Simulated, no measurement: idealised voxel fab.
Process module name: voxel ribs on slabs
It is cross-section cut that appears here, measuring 140 nm in width, its square cells being 5 nm in size.
Square cells in a grid make up a cross-section in this document, and the grid is given as bands, listed from the top down, each one or more rows of cells. First you get the band's top height and its bottom height, in nm, and then the materials it's made of, left to right, with each width in nm. If you see a single material with "edge to edge", that one covers the band edge to edge. "blank" is empty space. For the purposes of this specification, 0 denotes the height below which the wafer in its as-received condition is composed wholly of one material, and the lowermost band, lacking a lower limit, extends downward without end, as expressed in "z 0 and below". When a width is written as two numbers, as in "30..40", the first number is the width in the top row of cells of the band and the second is the width in its bottom row, and the width changes by the same amount from each row to the next. Given "remained the same" for a step, no cell of the cross-section differs between before and after that step. "Sealed voids" contains a list of empty spaces, each no smaller than 8 cells and without an open way to the top, written in the form width x height at distance with the distance from the left edge and all three in nm. Formally, on a step line, whatever follows the settings is a remark that the simulator itself makes on the step. What "overlay nm" on a step's line means: if the step has a mask, that mask lay this far to the right of its planned place, or, when the value is negative, to the left.

The steps planned for the process are as follows:
- 1: RECEIVE [material Si]
- 2: DIRECTIONAL_DEP [material SiO2] [thk nm 30]
- 3: DIRECTIONAL_DEP [material polySi] [thk nm 15]
- 4: DIRECTIONAL_DEP [material aC] [thk nm 10]
- 5: PATTERN [tone cover] [mask id RIB] [material resist] [width nm 20] [thk nm 30] [overlay nm 0]
- 6: DIRECTIONAL_ETCH [etch materials aC] [depth nm 10]
- 7: STRIP [etch materials resist]
- 8: DIRECTIONAL_ETCH [etch materials polySi] [depth nm 5]
- 9: STRIP [etch materials aC]
- 10: MASKED_ETCH [tone cover] [mask id SLAB] [width nm 60] [etch materials polySi] [depth nm 10] [overlay nm 0]
- 11: FILL_DEP [material SiO2] [thk nm 25]
- 12: CMP [height nm 65]
- 13: DIRECTIONAL_DEP [material TiN] [thk nm 5]
- 14: DIRECTIONAL_DEP [material aC] [thk nm 15]
- 15: PATTERN [tone cover] [mask id HEATER] [material resist] [width nm 30] [thk nm 30] [overlay nm 0]
- 16: DIRECTIONAL_ETCH [etch materials aC] [depth nm 5]
- 17: STRIP [etch materials resist]
- 18: DIRECTIONAL_ETCH [etch materials TiN] [depth nm 5]
- 19: STRIP [etch materials aC]
- 20: CONFORMAL_DEP [material SiO2] [thk nm 5]
All wafers enter the flow in the same state. The depth nm at step 16 differs from wafer to wafer, and the plan gives the value for the first wafer.

Cross-section: the first of several wafers in its as-received state, i.e. following step 1:
- z 0 and below: Si edge to edge
- Sealed voids: none

Note: the following table is arranged by wafer, a row apiece. Each row reports the end-of-module state: per material, cells gained (+) or cells lost (-) compared with the wafer as received; closed voids follow:
depth nm 5; +364 SiO2; +28 TiN; +28 polySi; Sealed voids: none
depth nm 10; +364 SiO2; +28 TiN; +28 polySi; Sealed voids: none
depth nm 15; +366 SiO2; +6 TiN; +28 polySi; Sealed voids: none
depth nm 20; +366 SiO2; +6 TiN; +28 polySi; Sealed voids: none
depth nm 25; +366 SiO2; +6 TiN; +28 polySi; Sealed voids: none
depth nm 30; +366 SiO2; +6 TiN; +28 polySi; Sealed voids: none
